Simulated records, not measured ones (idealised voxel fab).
Process module name: voxel fin reveal
Section shown: cut. Width: 235 nm. Cell size: 5 nm, square.
Reading order for cross-sections: top band down to bottom band. Underlying form: a grid of square cells. Band size: one or more rows of cells. Quick guide to a band line: top height, bottom height (nm) up front; then every material left to right with its width in nm. Only one material and it's marked "full width"? Then it fills the band edge to edge. And "air" just means empty space. Basically, 0 is our baseline, since under it the wafer straight out of the box is all one material. The bottom band has no lower end and keeps on going down, so it looks like "from 0 down". So if you see something like "30 to 40" for the width, read it as the top row of the band sitting at the first number and the bottom row at the second, with every row in between moving by the same amount as the last. Reading "no modifications" for a step: not a cell of the cross-section changed in it. If an empty space has no open way to the top and is at least 8 cells in size, "Closed void table" lists it, written width x height at distance, where distance is measured from the left edge and every value is in nm. Heads up: the bit after the settings on a step's line is the simulator's remark on that step. Regarding "overlay nm": on a step with a mask, it is the distance the mask lay to the right of its planned place; a negative value places it to the left.
# So here's the lineup of process steps we planned
1 RECEIVE,material Si
2 CONFORMAL_DEP,material SiN,thk nm 5
3 DIRECTIONAL_DEP,material aC,thk nm 15
4 PATTERN,tone cover,mask id FINS,material resist,width nm 15,pitch nm 45,thk nm 30,overlay nm 0
5 DIRECTIONAL_ETCH,etch materials aC,depth nm 15
6 STRIP,etch materials resist
7 DIRECTIONAL_ETCH,etch materials SiN,depth nm 5
8 DIRECTIONAL_ETCH,etch materials Si,depth nm 30
9 STRIP,etch materials aC
10 FILL_DEP,material SiO2,thk nm 10
11 CMP,height nm 5
12 SELECTIVE_ETCH,etch materials SiO2,depth nm 35
13 STRIP,etch materials SiN
Same starting wafers, different depth nm at step 8. Plan value belongs to the first wafer.
# As-received cross-section, first of several wafers, post step 1
	from 0 down: Si full width
	Closed void table: none
# Quick look at the cross-section of the first of several wafers after step 13, which wraps up the module
	from 0 to -30: 40 nm air / 15 nm Si / 30 nm air / 15 nm Si / 30 nm air / 15 nm Si / 30 nm air / 15 nm Si / 45 nm air
	from -30 down: Si full width
	Closed void table: none
# At the end of the module, the last of several wafers in cross-section
	from 0 to -30: 40 nm air / 15 nm Si / 30 nm air / 15 nm Si / 30 nm air / 15 nm Si / 30 nm air / 15 nm Si / 45 nm air
	from -30 to -55: 40 nm SiO2 / 15 nm Si / 30 nm SiO2 / 15 nm Si / 30 nm SiO2 / 15 nm Si / 30 nm SiO2 / 15 nm Si / 45 nm SiO2
	from -55 down: Si full width
	Closed void table: none
# Quick key for the table: a row per wafer, taken at the end of the module. For each material it tells you how many cells the wafer gained (+) or lost (-) since it came in, and the closed voids come after
depth nm 30 | -210 Si | Closed void table: none
depth nm 35 | -245 Si | +35 SiO2 | Closed void table: none
depth nm 40 | -280 Si | +70 SiO2 | Closed void table: none
depth nm 45 | -315 Si | +105 SiO2 | Closed void table: none
depth nm 50 | -350 Si | +140 SiO2 | Closed void table: none
depth nm 55 | -385 Si | +175 SiO2 | Closed void table: none
